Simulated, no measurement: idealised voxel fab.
Process module heading - voxel released beams
Section shown: cut. Width: 160 nm. Cell size: 5 nm, square.
For the purposes of this document, a cross-section shall be understood as a grid of square cells, specified as bands listed in top-to-bottom order, each band consisting of one or more rows of cells.
A band entry consists of two parts. The first gives the height of the band's top and the height of its bottom, in nm. The rest lists the band's materials from left to right, each with its width in nm. A single material labelled with the word "full width" fills the band from edge to edge, and the word "air" marks empty space.
Below 0: as-received wafer, all one material; heights counted from there. Lowest band: no bottom, goes on down, written "0 -> down".
The notation "30 to 40" denotes a width that varies across the rows of cells in the band, beginning at the first number in the top row, finishing at the second number in the bottom row, and changing by an identical amount from each row to the next.
What does "nothing changed" mean for a step? It means no cell of the cross-section changed in that step.
"Unvented internal voids" lists enclosed empty spaces (at least 8 cells, no open path upward to the top), each as width x height at distance from the left edge, in nm.
Anything after a step's settings on that line? It's the simulator's own note about the step.
"overlay nm", when on a step's line for a step with a mask, measures how far to the right of its planned place the mask lay; a negative measure means to the left.
The remainder of this document consists of a sequence of paired cross-sections. Each pair presents the cross-section prior to one process step together with the cross-section following it, the latter being rendered only as deep as the lowest band that underwent change. The intervening step, together with its settings, is stated beneath each pair. Because the pairs may originate from different runs of this module on the same starting wafer, a given pair is to be read as continuing from the preceding pair only where its entry headed "Pre-step view" so indicates.

Pre-step view:
* 0 -> down: Si full width
* Unvented internal voids: none

Post-Step Section View:
* 5 -> 0: SiN full width
* Everything under 0 stays put, no change at all.
* Unvented internal voids: none
Which operation links the two cross-sections above? CONFORMAL_DEP (material SiN; thk nm 5)

Pre-step view: The pre-step condition corresponds to the post-step cross-section depicted in the pair directly above.

Post-Step Section View:
* 20 -> 5: SiO2 full width
* Everything under 5 stays put, no change at all.
* Unvented internal voids: none
Which operation links the two cross-sections above? DIRECTIONAL_DEP (material SiO2; thk nm 15)

Pre-step view: The pre-step condition corresponds to the post-step cross-section depicted in the pair directly above.

Post-Step Section View:
* 35 -> 20: aC full width
* Everything under 20 stays put, no change at all.
* Unvented internal voids: none
Which operation links the two cross-sections above? DIRECTIONAL_DEP (material aC; thk nm 15)

Pre-step view: The pre-step condition corresponds to the post-step cross-section depicted in the pair directly above.

Post-Step Section View:
* 70 -> 35: resist (25), air (35), resist (100)
* Everything under 35 stays put, no change at all.
* Unvented internal voids: none
Which operation links the two cross-sections above? PATTERN (tone open; mask id ANCHOR; material resist; width nm 35; thk nm 35; overlay nm 0)

Pre-step view: The pre-step condition corresponds to the post-step cross-section depicted in the pair directly above.

Post-Step Section View:
* 55 -> 35: resist (25), air (35), resist (100)
* 35 -> 20: aC (25), air (35), aC (100)
* Everything under 20 stays put, no change at all.
* Unvented internal voids: none
Which operation links the two cross-sections above? DIRECTIONAL_ETCH (etch materials aC; depth nm 15)

Pre-step view: The pre-step condition corresponds to the post-step cross-section depicted in the pair directly above.

Post-Step Section View:
* 35 -> 20: aC (25), air (35), aC (100)
* Everything under 20 stays put, no change at all.
* Unvented internal voids: none
Which operation links the two cross-sections above? STRIP (etch materials resist)

Pre-step view: The pre-step condition corresponds to the post-step cross-section depicted in the pair directly above.

Post-Step Section View:
* 35 -> 20: aC (25), air (35), aC (100)
* 20 -> 5: SiO2 (25), air (35), SiO2 (100)
* Everything under 5 stays put, no change at all.
* Unvented internal voids: none
Which operation links the two cross-sections above? DIRECTIONAL_ETCH (etch materials SiO2; depth nm 15)

Pre-step view: The pre-step condition corresponds to the post-step cross-section depicted in the pair directly above.

Post-Step Section View:
* 20 -> 5: SiO2 (25), air (35), SiO2 (100)
* Everything under 5 stays put, no change at all.
* Unvented internal voids: none
Which operation links the two cross-sections above? STRIP (etch materials aC)

Pre-step view: The pre-step condition corresponds to the post-step cross-section depicted in the pair directly above.

Post-Step Section View:
* 35 -> 20: W (40), air (5), W (115)
* 20 -> 5: SiO2 (25), W (35), SiO2 (100)
* Everything under 5 stays put, no change at all.
* Unvented internal voids: none
Which operation links the two cross-sections above? CONFORMAL_DEP (material W; thk nm 15)

Pre-step view: The pre-step condition corresponds to the post-step cross-section depicted in the pair directly above.

Post-Step Section View:
* 50 -> 35: air (20), resist (110), air (30)
* 35 -> 20: W (40), resist (5), W (115)
* Everything under 20 stays put, no change at all.
* Unvented internal voids: none
Which operation links the two cross-sections above? PATTERN (tone cover; mask id BEAM; material resist; width nm 110; thk nm 15; overlay nm 0)

Pre-step view: The pre-step condition corresponds to the post-step cross-section depicted in the pair directly above.

Post-Step Section View:
* 50 -> 35: air (20), resist (110), air (30)
* 35 -> 20: air (20), W (20), resist (5), W (85), air (30)
* Everything under 20 stays put, no change at all.
* Unvented internal voids: none
Which operation links the two cross-sections above? DIRECTIONAL_ETCH (etch materials W; depth nm 15)

Pre-step view: The pre-step condition corresponds to the post-step cross-section depicted in the pair directly above.

Post-Step Section View:
* 35 -> 20: air (20), W (20), air (5), W (85), air (30)
* Everything under 20 stays put, no change at all.
* Unvented internal voids: none
Which operation links the two cross-sections above? STRIP (etch materials resist)

Pre-step view: The pre-step condition corresponds to the post-step cross-section depicted in the pair directly above.

Post-Step Section View:
* 35 -> 20: air (20), W (20), air (5), W (85), air (30)
* 20 -> 5: air (25), W (35), air (100)
* Everything under 5 stays put, no change at all.
* Unvented internal voids: none
Which operation links the two cross-sections above? STRIP (etch materials SiO2)

Pre-step view:
* 0 -> down: Si full width
* Unvented internal voids: none

Post-Step Section View:
* 15 -> 0: SiO2 full width
* Everything under 0 stays put, no change at all.
* Unvented internal voids: none
Which operation links the two cross-sections above? DIRECTIONAL_DEP (material SiO2; thk nm 15)

Pre-step view: The pre-step condition corresponds to the post-step cross-section depicted in the pair directly above.

Post-Step Section View:
* 30 -> 15: aC full width
* Everything under 15 stays put, no change at all.
* Unvented internal voids: none
Which operation links the two cross-sections above? DIRECTIONAL_DEP (material aC; thk nm 15)

Pre-step view: The pre-step condition corresponds to the post-step cross-section depicted in the pair directly above.

Post-Step Section View:
* 65 -> 30: resist (25), air (35), resist (100)
* Everything under 30 stays put, no change at all.
* Unvented internal voids: none
Which operation links the two cross-sections above? PATTERN (tone open; mask id ANCHOR; material resist; width nm 35; thk nm 35; overlay nm 0)

Pre-step view: The pre-step condition corresponds to the post-step cross-section depicted in the pair directly above.

Post-Step Section View:
* 50 -> 30: resist (25), air (35), resist (100)
* 30 -> 15: aC (25), air (35), aC (100)
* Everything under 15 stays put, no change at all.
* Unvented internal voids: none
Which operation links the two cross-sections above? DIRECTIONAL_ETCH (etch materials aC; depth nm 15)

Pre-step view: The pre-step condition corresponds to the post-step cross-section depicted in the pair directly above.

Post-Step Section View:
* 30 -> 15: aC (25), air (35), aC (100)
* Everything under 15 stays put, no change at all.
* Unvented internal voids: none
Which operation links the two cross-sections above? STRIP (etch materials resist)

Pre-step view: The pre-step condition corresponds to the post-step cross-section depicted in the pair directly above.

Post-Step Section View:
* 30 -> 15: aC (25), air (35), aC (100)
* 15 -> 0: SiO2 (25), air (35), SiO2 (100)
* Everything under 0 stays put, no change at all.
* Unvented internal voids: none
Which operation links the two cross-sections above? DIRECTIONAL_ETCH (etch materials SiO2; depth nm 15)

Pre-step view: The pre-step condition corresponds to the post-step cross-section depicted in the pair directly above.

Post-Step Section View:
* 15 -> 0: SiO2 (25), air (35), SiO2 (100)
* Everything under 0 stays put, no change at all.
* Unvented internal voids: none
Which operation links the two cross-sections above? STRIP (etch materials aC)

Pre-step view: The pre-step condition corresponds to the post-step cross-section depicted in the pair directly above.

Post-Step Section View:
* 30 -> 15: W (40), air (5), W (115)
* 15 -> 0: SiO2 (25), W (35), SiO2 (100)
* Everything under 0 stays put, no change at all.
* Unvented internal voids: none
Which operation links the two cross-sections above? CONFORMAL_DEP (material W; thk nm 15)

Pre-step view: The pre-step condition corresponds to the post-step cross-section depicted in the pair directly above.

Post-Step Section View:
* 45 -> 30: air (20), resist (110), air (30)
* 30 -> 15: W (40), resist (5), W (115)
* Everything under 15 stays put, no change at all.
* Unvented internal voids: none
Which operation links the two cross-sections above? PATTERN (tone cover; mask id BEAM; material resist; width nm 110; thk nm 15; overlay nm 0)

Pre-step view: The pre-step condition corresponds to the post-step cross-section depicted in the pair directly above.

Post-Step Section View:
* 45 -> 30: air (20), resist (110), air (30)
* 30 -> 15: air (20), W (20), resist (5), W (85), air (30)
* Everything under 15 stays put, no change at all.
* Unvented internal voids: none
Which operation links the two cross-sections above? DIRECTIONAL_ETCH (etch materials W; depth nm 15)

Pre-step view: The pre-step condition corresponds to the post-step cross-section depicted in the pair directly above.

Post-Step Section View:
* 30 -> 15: air (20), W (20), air (5), W (85), air (30)
* Everything under 15 stays put, no change at all.
* Unvented internal voids: none
Which operation links the two cross-sections above? STRIP (etch materials resist)

Pre-step view: The pre-step condition corresponds to the post-step cross-section depicted in the pair directly above.

Post-Step Section View:
* 30 -> 15: air (20), W (20), air (5), W (85), air (30)
* 15 -> 0: air (25), W (35), air (100)
* Everything under 0 stays put, no change at all.
* Unvented internal voids: none
Which operation links the two cross-sections above? STRIP (etch materials SiO2)

Pre-step view:
* 35 -> 20: W (40), air (5), W (115)
* 20 -> 5: SiO2 (25), W (35), SiO2 (100)
* 5 -> 0: SiN full width
* 0 -> down: Si full width
* Unvented internal voids: none

Post-Step Section View:
* 50 -> 20: W full width
* Everything under 20 stays put, no change at all.
* Unvented internal voids: none
Which operation links the two cross-sections above? CONFORMAL_DEP (material W; thk nm 15)

Pre-step view: The pre-step condition corresponds to the post-step cross-section depicted in the pair directly above.

Post-Step Section View:
* 65 -> 50: air (20), resist (110), air (30)
* Everything under 50 stays put, no change at all.
* Unvented internal voids: none
Which operation links the two cross-sections above? PATTERN (tone cover; mask id BEAM; material resist; width nm 110; thk nm 15; overlay nm 0)

Pre-step view: The pre-step condition corresponds to the post-step cross-section depicted in the pair directly above.

Post-Step Section View:
* 65 -> 50: air (20), resist (110), air (30)
* 50 -> 35: air (20), W (110), air (30)
* Everything under 35 stays put, no change at all.
* Unvented internal voids: none
Which operation links the two cross-sections above? DIRECTIONAL_ETCH (etch materials W; depth nm 15)

Pre-step view: The pre-step condition corresponds to the post-step cross-section depicted in the pair directly above.

Post-Step Section View:
* 50 -> 35: air (20), W (110), air (30)
* Everything under 35 stays put, no change at all.
* Unvented internal voids: none
Which operation links the two cross-sections above? STRIP (etch materials resist)

Pre-step view:
* 15 -> 0: SiO2 full width
* 0 -> down: Si full width
* Unvented internal voids: none

Post-Step Section View:
* 20 -> 15: SiN full width
* Everything under 15 stays put, no change at all.
* Unvented internal voids: none
Which operation links the two cross-sections above? CONFORMAL_DEP (material SiN; thk nm 5)

Pre-step view: The pre-step condition corresponds to the post-step cross-section depicted in the pair directly above.

Post-Step Section View:
* 35 -> 20: aC full width
* Everything under 20 stays put, no change at all.
* Unvented internal voids: none
Which operation links the two cross-sections above? DIRECTIONAL_DEP (material aC; thk nm 15)

Pre-step view: The pre-step condition corresponds to the post-step cross-section depicted in the pair directly above.

Post-Step Section View:
* 70 -> 35: resist (25), air (35), resist (100)
* Everything under 35 stays put, no change at all.
* Unvented internal voids: none
Which operation links the two cross-sections above? PATTERN (tone open; mask id ANCHOR; material resist; width nm 35; thk nm 35; overlay nm 0)

Pre-step view: The pre-step condition corresponds to the post-step cross-section depicted in the pair directly above.

Post-Step Section View:
* 55 -> 35: resist (25), air (35), resist (100)
* 35 -> 20: aC (25), air (35), aC (100)
* Everything under 20 stays put, no change at all.
* Unvented internal voids: none
Which operation links the two cross-sections above? DIRECTIONAL_ETCH (etch materials aC; depth nm 15)

Pre-step view: The pre-step condition corresponds to the post-step cross-section depicted in the pair directly above.

Post-Step Section View:
* 35 -> 20: aC (25), air (35), aC (100)
* Everything under 20 stays put, no change at all.
* Unvented internal voids: none
Which operation links the two cross-sections above? STRIP (etch materials resist)

Pre-step view: The pre-step condition corresponds to the post-step cross-section depicted in the pair directly above.

Post-Step Section View:
* 20 -> 15: SiN full width
* Everything under 15 stays put, no change at all.
* Unvented internal voids: none
Which operation links the two cross-sections above? STRIP (etch materials aC)

Pre-step view: The pre-step condition corresponds to the post-step cross-section depicted in the pair directly above.

Post-Step Section View:
* 35 -> 20: W full width
* Everything under 20 stays put, no change at all.
* Unvented internal voids: none
Which operation links the two cross-sections above? CONFORMAL_DEP (material W; thk nm 15)

Pre-step view: The pre-step condition corresponds to the post-step cross-section depicted in the pair directly above.

Post-Step Section View:
* 50 -> 35: air (20), resist (110), air (30)
* Everything under 35 stays put, no change at all.
* Unvented internal voids: none
Which operation links the two cross-sections above? PATTERN (tone cover; mask id BEAM; material resist; width nm 110; thk nm 15; overlay nm 0)

Pre-step view: The pre-step condition corresponds to the post-step cross-section depicted in the pair directly above.

Post-Step Section View:
* 50 -> 35: air (20), resist (110), air (30)
* 35 -> 20: air (20), W (110), air (30)
* Everything under 20 stays put, no change at all.
* Unvented internal voids: none
Which operation links the two cross-sections above? DIRECTIONAL_ETCH (etch materials W; depth nm 15)

Pre-step view: The pre-step condition corresponds to the post-step cross-section depicted in the pair directly above.

Post-Step Section View:
* 35 -> 20: air (20), W (110), air (30)
* Everything under 20 stays put, no change at all.
* Unvented internal voids: none
Which operation links the two cross-sections above? STRIP (etch materials resist)

Pre-step view:
* 20 -> 5: SiO2 (25), air (35), SiO2 (100)
* 5 -> 0: SiN full width
* 0 -> down: Si full width
* Unvented internal voids: none

Post-Step Section View:
* 40 -> 20: W full width
* 20 -> 5: SiO2 (25), W (35), SiO2 (100)
* Everything under 5 stays put, no change at all.
* Unvented internal voids: none
Which operation links the two cross-sections above? CONFORMAL_DEP (material W; thk nm 20)

Pre-step view: The pre-step condition corresponds to the post-step cross-section depicted in the pair directly above.

Post-Step Section View:
* 55 -> 40: air (20), resist (110), air (30)
* Everything under 40 stays put, no change at all.
* Unvented internal voids: none
Which operation links the two cross-sections above? PATTERN (tone cover; mask id BEAM; material resist; width nm 110; thk nm 15; overlay nm 0)

Pre-step view: The pre-step condition corresponds to the post-step cross-section depicted in the pair directly above.

Post-Step Section View:
* 55 -> 40: air (20), resist (110), air (30)
* 40 -> 25: air (20), W (110), air (30)
* Everything under 25 stays put, no change at all.
* Unvented internal voids: none
Which operation links the two cross-sections above? DIRECTIONAL_ETCH (etch materials W; depth nm 15)

Pre-step view: The pre-step condition corresponds to the post-step cross-section depicted in the pair directly above.

Post-Step Section View:
* 40 -> 25: air (20), W (110), air (30)
* Everything under 25 stays put, no change at all.
* Unvented internal voids: none
Which operation links the two cross-sections above? STRIP (etch materials resist)

Pre-step view:
* 35 -> 20: W (40), air (5), W (115)
* 20 -> 5: SiO2 (25), W (35), SiO2 (100)
* 5 -> 0: SiN full width
* 0 -> down: Si full width
* Unvented internal voids: none

Post-Step Section View:
* 50 -> 35: air (25), resist (105), air (30)
* 35 -> 20: W (40), resist (5), W (115)
* Everything under 20 stays put, no change at all.
* Unvented internal voids: none
Which operation links the two cross-sections above? PATTERN (tone cover; mask id BEAM; material resist; width nm 105; thk nm 15; overlay nm 0)

Pre-step view: The pre-step condition corresponds to the post-step cross-section depicted in the pair directly above.

Post-Step Section View:
* 50 -> 35: air (25), resist (105), air (30)
* 35 -> 20: air (25), W (15), resist (5), W (85), air (30)
* Everything under 20 stays put, no change at all.
* Unvented internal voids: none
Which operation links the two cross-sections above? DIRECTIONAL_ETCH (etch materials W; depth nm 15)

Pre-step view: The pre-step condition corresponds to the post-step cross-section depicted in the pair directly above.

Post-Step Section View:
* 35 -> 20: air (25), W (15), air (5), W (85), air (30)
* Everything under 20 stays put, no change at all.
* Unvented internal voids: none
Which operation links the two cross-sections above? STRIP (etch materials resist)

Pre-step view: The pre-step condition corresponds to the post-step cross-section depicted in the pair directly above.

Post-Step Section View:
* 35 -> 20: air (25), W (15), air (5), W (85), air (30)
* 20 -> 5: air (25), W (35), air (100)
* Everything under 5 stays put, no change at all.
* Unvented internal voids: none
Which operation links the two cross-sections above? STRIP (etch materials SiO2)

Pre-step view:
* 35 -> 20: aC full width
* 20 -> 5: SiO2 full width
* 5 -> 0: SiN full width
* 0 -> down: Si full width
* Unvented internal voids: none

Post-Step Section View:
* 70 -> 35: resist (35), air (35), resist (90)
* Everything under 35 stays put, no change at all.
* Unvented internal voids: none
Which operation links the two cross-sections above? PATTERN (tone open; mask id ANCHOR; material resist; width nm 35; thk nm 35; overlay nm 10)

Pre-step view: The pre-step condition corresponds to the post-step cross-section depicted in the pair directly above.

Post-Step Section View:
* 55 -> 35: resist (35), air (35), resist (90)
* 35 -> 20: aC (35), air (35), aC (90)
* Everything under 20 stays put, no change at all.
* Unvented internal voids: none
Which operation links the two cross-sections above? DIRECTIONAL_ETCH (etch materials aC; depth nm 15)

Pre-step view: The pre-step condition corresponds to the post-step cross-section depicted in the pair directly above.

Post-Step Section View:
* 35 -> 20: aC (35), air (35), aC (90)
* Everything under 20 stays put, no change at all.
* Unvented internal voids: none
Which operation links the two cross-sections above? STRIP (etch materials resist)

Pre-step view: The pre-step condition corresponds to the post-step cross-section depicted in the pair directly above.

Post-Step Section View:
* 35 -> 20: aC (35), air (35), aC (90)
* 20 -> 5: SiO2 (35), air (35), SiO2 (90)
* Everything under 5 stays put, no change at all.
* Unvented internal voids: none
Which operation links the two cross-sections above? DIRECTIONAL_ETCH (etch materials SiO2; depth nm 15)

Pre-step view: The pre-step condition corresponds to the post-step cross-section depicted in the pair directly above.

Post-Step Section View:
* 20 -> 5: SiO2 (35), air (35), SiO2 (90)
* Everything under 5 stays put, no change at all.
* Unvented internal voids: none
Which operation links the two cross-sections above? STRIP (etch materials aC)

Pre-step view: The pre-step condition corresponds to the post-step cross-section depicted in the pair directly above.

Post-Step Section View:
* 35 -> 20: W (50), air (5), W (105)
* 20 -> 5: SiO2 (35), W (35), SiO2 (90)
* Everything under 5 stays put, no change at all.
* Unvented internal voids: none
Which operation links the two cross-sections above? CONFORMAL_DEP (material W; thk nm 15)

Pre-step view: The pre-step condition corresponds to the post-step cross-section depicted in the pair directly above.

Post-Step Section View:
* 50 -> 35: air (20), resist (110), air (30)
* 35 -> 20: W (50), resist (5), W (105)
* Everything under 20 stays put, no change at all.
* Unvented internal voids: none
Which operation links the two cross-sections above? PATTERN (tone cover; mask id BEAM; material resist; width nm 110; thk nm 15; overlay nm 0)

Pre-step view: The pre-step condition corresponds to the post-step cross-section depicted in the pair directly above.

Post-Step Section View:
* 50 -> 35: air (20), resist (110), air (30)
* 35 -> 20: air (20), W (30), resist (5), W (75), air (30)
* Everything under 20 stays put, no change at all.
* Unvented internal voids: none
Which operation links the two cross-sections above? DIRECTIONAL_ETCH (etch materials W; depth nm 15)

Pre-step view: The pre-step condition corresponds to the post-step cross-section depicted in the pair directly above.

Post-Step Section View:
* 35 -> 20: air (20), W (30), air (5), W (75), air (30)
* Everything under 20 stays put, no change at all.
* Unvented internal voids: none
Which operation links the two cross-sections above? STRIP (etch materials resist)

Pre-step view: The pre-step condition corresponds to the post-step cross-section depicted in the pair directly above.

Post-Step Section View:
* 35 -> 20: air (20), W (30), air (5), W (75), air (30)
* 20 -> 5: air (35), W (35), air (90)
* Everything under 5 stays put, no change at all.
* Unvented internal voids: none
Which operation links the two cross-sections above? STRIP (etch materials SiO2)

Pre-step view:
* 20 -> 5: SiO2 full width
* 5 -> 0: SiN full width
* 0 -> down: Si full width
* Unvented internal voids: none

Post-Step Section View:
* 35 -> 20: W full width
* Everything under 20 stays put, no change at all.
* Unvented internal voids: none
Which operation links the two cross-sections above? DIRECTIONAL_DEP (material W; thk nm 15)

Pre-step view: The pre-step condition corresponds to the post-step cross-section depicted in the pair directly above.

Post-Step Section View:
* 70 -> 35: resist (25), air (35), resist (100)
* Everything under 35 stays put, no change at all.
* Unvented internal voids: none
Which operation links the two cross-sections above? PATTERN (tone open; mask id ANCHOR; material resist; width nm 35; thk nm 35; overlay nm 0)

Pre-step view: The pre-step condition corresponds to the post-step cross-section depicted in the pair directly above.

Post-Step Section View:
* 55 -> 35: resist (25), air (35), resist (100)
* Everything under 35 stays put, no change at all.
* Unvented internal voids: none
Which operation links the two cross-sections above? DIRECTIONAL_ETCH (etch materials aC; depth nm 15)

Pre-step view: The pre-step condition corresponds to the post-step cross-section depicted in the pair directly above.

Post-Step Section View:
* 35 -> 20: W full width
* Everything under 20 stays put, no change at all.
* Unvented internal voids: none
Which operation links the two cross-sections above? STRIP (etch materials resist)

Pre-step view: The pre-step condition corresponds to the post-step cross-section depicted in the pair directly above.

Post-Step Section View:
* 50 -> 20: W full width
* Everything under 20 stays put, no change at all.
* Unvented internal voids: none
Which operation links the two cross-sections above? CONFORMAL_DEP (material W; thk nm 15)

Pre-step view: The pre-step condition corresponds to the post-step cross-section depicted in the pair directly above.

Post-Step Section View:
* 65 -> 50: air (20), resist (110), air (30)
* Everything under 50 stays put, no change at all.
* Unvented internal voids: none
Which operation links the two cross-sections above? PATTERN (tone cover; mask id BEAM; material resist; width nm 110; thk nm 15; overlay nm 0)

Pre-step view: The pre-step condition corresponds to the post-step cross-section depicted in the pair directly above.

Post-Step Section View:
* 65 -> 50: air (20), resist (110), air (30)
* 50 -> 35: air (20), W (110), air (30)
* Everything under 35 stays put, no change at all.
* Unvented internal voids: none
Which operation links the two cross-sections above? DIRECTIONAL_ETCH (etch materials W; depth nm 15)

Pre-step view: The pre-step condition corresponds to the post-step cross-section depicted in the pair directly above.

Post-Step Section View:
* 50 -> 35: air (20), W (110), air (30)
* Everything under 35 stays put, no change at all.
* Unvented internal voids: none
Which operation links the two cross-sections above? STRIP (etch materials resist)

Pre-step view:
* 35 -> 20: aC full width
* 20 -> 5: SiO2 full width
* 5 -> 0: SiN full width
* 0 -> down: Si full width
* Unvented internal voids: none

Post-Step Section View:
* 70 -> 35: air (25), resist (35), air (100)
* Everything under 35 stays put, no change at all.
* Unvented internal voids: none
Which operation links the two cross-sections above? PATTERN (tone cover; mask id ANCHOR; material resist; width nm 35; thk nm 35; overlay nm 0)

Pre-step view: The pre-step condition corresponds to the post-step cross-section depicted in the pair directly above.

Post-Step Section View:
* 55 -> 35: air (25), resist (35), air (100)
* 35 -> 20: air (25), aC (35), air (100)
* Everything under 20 stays put, no change at all.
* Unvented internal voids: none
Which operation links the two cross-sections above? DIRECTIONAL_ETCH (etch materials aC; depth nm 15)

Pre-step view: The pre-step condition corresponds to the post-step cross-section depicted in the pair directly above.

Post-Step Section View:
* 35 -> 20: air (25), aC (35), air (100)
* Everything under 20 stays put, no change at all.
* Unvented internal voids: none
Which operation links the two cross-sections above? STRIP (etch materials resist)

Pre-step view: The pre-step condition corresponds to the post-step cross-section depicted in the pair directly above.

Post-Step Section View:
* 35 -> 20: air (25), aC (35), air (100)
* 20 -> 5: air (25), SiO2 (35), air (100)
* Everything under 5 stays put, no change at all.
* Unvented internal voids: none
Which operation links the two cross-sections above? DIRECTIONAL_ETCH (etch materials SiO2; depth nm 15)

Pre-step view: The pre-step condition corresponds to the post-step cross-section depicted in the pair directly above.

Post-Step Section View:
* 20 -> 5: air (25), SiO2 (35), air (100)
* Everything under 5 stays put, no change at all.
* Unvented internal voids: none
Which operation links the two cross-sections above? STRIP (etch materials aC)

Pre-step view: The pre-step condition corresponds to the post-step cross-section depicted in the pair directly above.

Post-Step Section View:
* 35 -> 20: air (10), W (65), air (85)
* 20 -> 5: W (25), SiO2 (35), W (100)
* Everything under 5 stays put, no change at all.
* Unvented internal voids: none
Which operation links the two cross-sections above? CONFORMAL_DEP (material W; thk nm 15)

Pre-step view: The pre-step condition corresponds to the post-step cross-section depicted in the pair directly above.

Post-Step Section View:
* 50 -> 35: air (20), resist (110), air (30)
* 35 -> 20: air (10), W (65), resist (55), air (30)
* Everything under 20 stays put, no change at all.
* Unvented internal voids: none
Which operation links the two cross-sections above? PATTERN (tone cover; mask id BEAM; material resist; width nm 110; thk nm 15; overlay nm 0)

Pre-step view: The pre-step condition corresponds to the post-step cross-section depicted in the pair directly above.

Post-Step Section View:
* 50 -> 35: air (20), resist (110), air (30)
* 35 -> 20: air (20), W (55), resist (55), air (30)
* 20 -> 5: air (10), W (15), SiO2 (35), W (70), air (30)
* Everything under 5 stays put, no change at all.
* Unvented internal voids: none
Which operation links the two cross-sections above? DIRECTIONAL_ETCH (etch materials W; depth nm 15)

Pre-step view: The pre-step condition corresponds to the post-step cross-section depicted in the pair directly above.

Post-Step Section View:
* 35 -> 20: air (20), W (55), air (85)
* Everything under 20 stays put, no change at all.
* Unvented internal voids: none
Which operation links the two cross-sections above? STRIP (etch materials resist)
